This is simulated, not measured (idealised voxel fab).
A process module follows: voxel transistor to metal.
Cross-section cut: width 205 nm, square cells of 5 nm.
This document writes a cross-section as a grid whose cells are square, and gives it as bands, listed from the top down; one or more rows of cells form a band.
What a band's entry tells you: where the top is and where the bottom is, as heights in nm, and after that what lies inside, material by material from left to right, each with its width in nm. Empty space is written as the word "empty", and a single material marked with the word "all across" occupies the band from edge to edge.
Ref level 0: as-received wafer is one material below here. Bottom band extends down with no lower bound ("0 nm and below").
When a width is written as two numbers, as in "30..40", the first number is the width in the top row of cells of the band and the second is the width in its bottom row, and the width changes by the same amount from each row to the next.
"nothing altered" (step): cross-section cells unchanged, all of them.
Reported under the label "Enclosed empty spaces" are the empty spaces having no open way to the top and comprising 8 cells or more; the notation for each is width x height at distance, in which the distance is measured from the left edge and all three values are in nm.
What comes after the settings on a step's line is commentary from the simulator itself on that step.
The line of a step may include "overlay nm". On a step with a mask, this value is how far to the right of its planned place the mask lay. A negative value means the mask lay to the left.

Process steps (planned)
1: RECEIVE, material Si
2: CONFORMAL_DEP, material SiO2, thk nm 5
3: CONFORMAL_DEP, material SiN, thk nm 15
4: DIRECTIONAL_DEP, material aC, thk nm 15
5: PATTERN, tone cover, mask id ACTIVE, material resist, width nm 115, thk nm 35, overlay nm 0
6: DIRECTIONAL_ETCH, etch materials aC, depth nm 15
7: STRIP, etch materials resist
8: DIRECTIONAL_ETCH, etch materials SiN, depth nm 15
9: DIRECTIONAL_ETCH, etch materials SiO2, depth nm 5
10: DIRECTIONAL_ETCH, etch materials Si, depth nm 30
11: STRIP, etch materials aC
12: OXIDIZE, depth nm 5
13: FILL_DEP, material SiO2, thk nm 5
14: CMP, height nm 20
15: SELECTIVE_ETCH, etch materials SiO2, depth nm 15
16: STRIP, etch materials SiN
17: SELECTIVE_ETCH, etch materials SiO2, depth nm 5
18: OXIDIZE, depth nm 5
19: DIRECTIONAL_DEP, material polySi, thk nm 20
20: DIRECTIONAL_DEP, material SiCN, thk nm 15
21: PATTERN, tone cover, mask id GATE, material resist, width nm 25, thk nm 20, overlay nm 0
22: DIRECTIONAL_ETCH, etch materials SiCN, depth nm 25
23: DIRECTIONAL_ETCH, etch materials polySi, depth nm 30
24: STRIP, etch materials resist
25: CONFORMAL_DEP, material SiO2, thk nm 5
26: DIRECTIONAL_ETCH, etch materials SiO2, depth nm 5
27: CONFORMAL_DEP, material SiN, thk nm 5
28: DIRECTIONAL_ETCH, etch materials SiN, depth nm 5
29: DIRECTIONAL_ETCH, etch materials SiO2, depth nm 5
30: DIRECTIONAL_ETCH, etch materials Si, depth nm 10
31: EPI, material pSi, thk nm 15
32: FILL_DEP, material SiO2, thk nm 5
33: CMP, height nm 35
34: DIRECTIONAL_DEP, material SiO2, thk nm 15
35: PATTERN, tone open, mask id CONTACT, material resist, width nm 20, pitch nm 75, thk nm 20, overlay nm 0
36: DIRECTIONAL_ETCH, etch materials SiO2, depth nm 50
37: STRIP, etch materials resist
38: CONFORMAL_DEP, material TiN, thk nm 5
39: FILL_DEP, material Ru, thk nm 5
40: CMP, height nm 50
41: CONFORMAL_DEP, material SiN, thk nm 5
42: DIRECTIONAL_DEP, material lowk, thk nm 15
43: PATTERN, tone open, mask id METAL_1, material resist, width nm 20, pitch nm 75, thk nm 15, overlay nm 0
44: DIRECTIONAL_ETCH, etch materials lowk, depth nm 15
45: DIRECTIONAL_ETCH, etch materials SiN, depth nm 5
46: STRIP, etch materials resist
47: CONFORMAL_DEP, material TiN, thk nm 5
48: FILL_DEP, material W, thk nm 5
49: CMP, height nm 70
50: CONFORMAL_DEP, material SiN, thk nm 5

As-received wafer cross-section (after step 1)
- 0 nm and below | Si all across
- Enclosed empty spaces: none

The first of two wafers, cross-sectioned at the end of the module, with the run proceeding as planned
- 75 nm to 70 nm | SiN all across
- 70 nm to 55 nm | lowk: 55  TiN: 5  W: 10  TiN: 5  lowk: 55  TiN: 5  W: 10  TiN: 5  lowk: 55
- 55 nm to 50 nm | SiN: 55  TiN: 20  SiN: 55  TiN: 20  SiN: 55
- 50 nm to 35 nm | SiO2: 55  TiN: 5  Ru: 10  TiN: 5  SiO2: 55  TiN: 5  Ru: 10  TiN: 5  SiO2: 55
- 35 nm to 20 nm | SiO2: 55  TiN: 5  Ru: 10  TiN: 5  SiO2: 5  SiN: 5  SiO2: 5  SiCN: 25  SiO2: 5  SiN: 5  SiO2: 5  TiN: 5  Ru: 10  TiN: 5  SiO2: 55
- 20 nm to 15 nm | SiO2: 55  TiN: 5  Ru: 10  TiN: 5  SiO2: 5  SiN: 5  SiO2: 5  polySi: 25  SiO2: 5  SiN: 5  SiO2: 5  TiN: 5  Ru: 10  TiN: 5  SiO2: 55
- 15 nm to 10 nm | SiO2: 55  TiN: 20  SiO2: 5  SiN: 5  SiO2: 5  polySi: 25  SiO2: 5  SiN: 5  SiO2: 5  TiN: 20  SiO2: 55
- 10 nm to 0 nm | SiO2: 55  TiN: 10  pSi: 15  SiN: 5  SiO2: 5  polySi: 25  SiO2: 5  SiN: 5  pSi: 15  TiN: 10  SiO2: 55
- 0 nm to -5 nm | SiO2: 45  pSi: 35  SiO2: 45  pSi: 35  SiO2: 45
- -5 nm to -15 nm | SiO2: 50  pSi: 30  Si: 45  pSi: 30  SiO2: 50
- -15 nm to -35 nm | SiO2: 50  Si: 105  SiO2: 50
- -35 nm and below | Si all across
- Enclosed empty spaces: none

Now the second wafer, cross-sectioned at the end of the module. Nothing different at the start, nothing different in the plan compared with the first, just one mistake when it was actually run
- 75 nm to 70 nm | SiN all across
- 70 nm to 55 nm | TiN all across
- 55 nm to 50 nm | SiN all across
- 50 nm to 35 nm | SiO2: 55  TiN: 5  Ru: 10  TiN: 5  SiO2: 55  TiN: 5  Ru: 10  TiN: 5  SiO2: 55
- 35 nm to 20 nm | SiO2: 55  TiN: 5  Ru: 10  TiN: 5  SiO2: 5  SiN: 5  SiO2: 5  SiCN: 25  SiO2: 5  SiN: 5  SiO2: 5  TiN: 5  Ru: 10  TiN: 5  SiO2: 55
- 20 nm to 15 nm | SiO2: 55  TiN: 5  Ru: 10  TiN: 5  SiO2: 5  SiN: 5  SiO2: 5  polySi: 25  SiO2: 5  SiN: 5  SiO2: 5  TiN: 5  Ru: 10  TiN: 5  SiO2: 55
- 15 nm to 10 nm | SiO2: 55  TiN: 20  SiO2: 5  SiN: 5  SiO2: 5  polySi: 25  SiO2: 5  SiN: 5  SiO2: 5  TiN: 20  SiO2: 55
- 10 nm to 0 nm | SiO2: 55  TiN: 10  pSi: 15  SiN: 5  SiO2: 5  polySi: 25  SiO2: 5  SiN: 5  pSi: 15  TiN: 10  SiO2: 55
- 0 nm to -5 nm | SiO2: 45  pSi: 35  SiO2: 45  pSi: 35  SiO2: 45
- -5 nm to -15 nm | SiO2: 50  pSi: 30  Si: 45  pSi: 30  SiO2: 50
- -15 nm to -35 nm | SiO2: 50  Si: 105  SiO2: 50
- -35 nm and below | Si all across
- Enclosed empty spaces: none
The plan and the run diverged here: the process deviated at step 42: the operation and settings actually run there were DIRECTIONAL_DEP, material TiN, thk nm 15
In the final state, the cell counts of the second wafer exceed or fall short of those of the first for the following materials: SiN +8; TiN +103; W -12; lowk -99
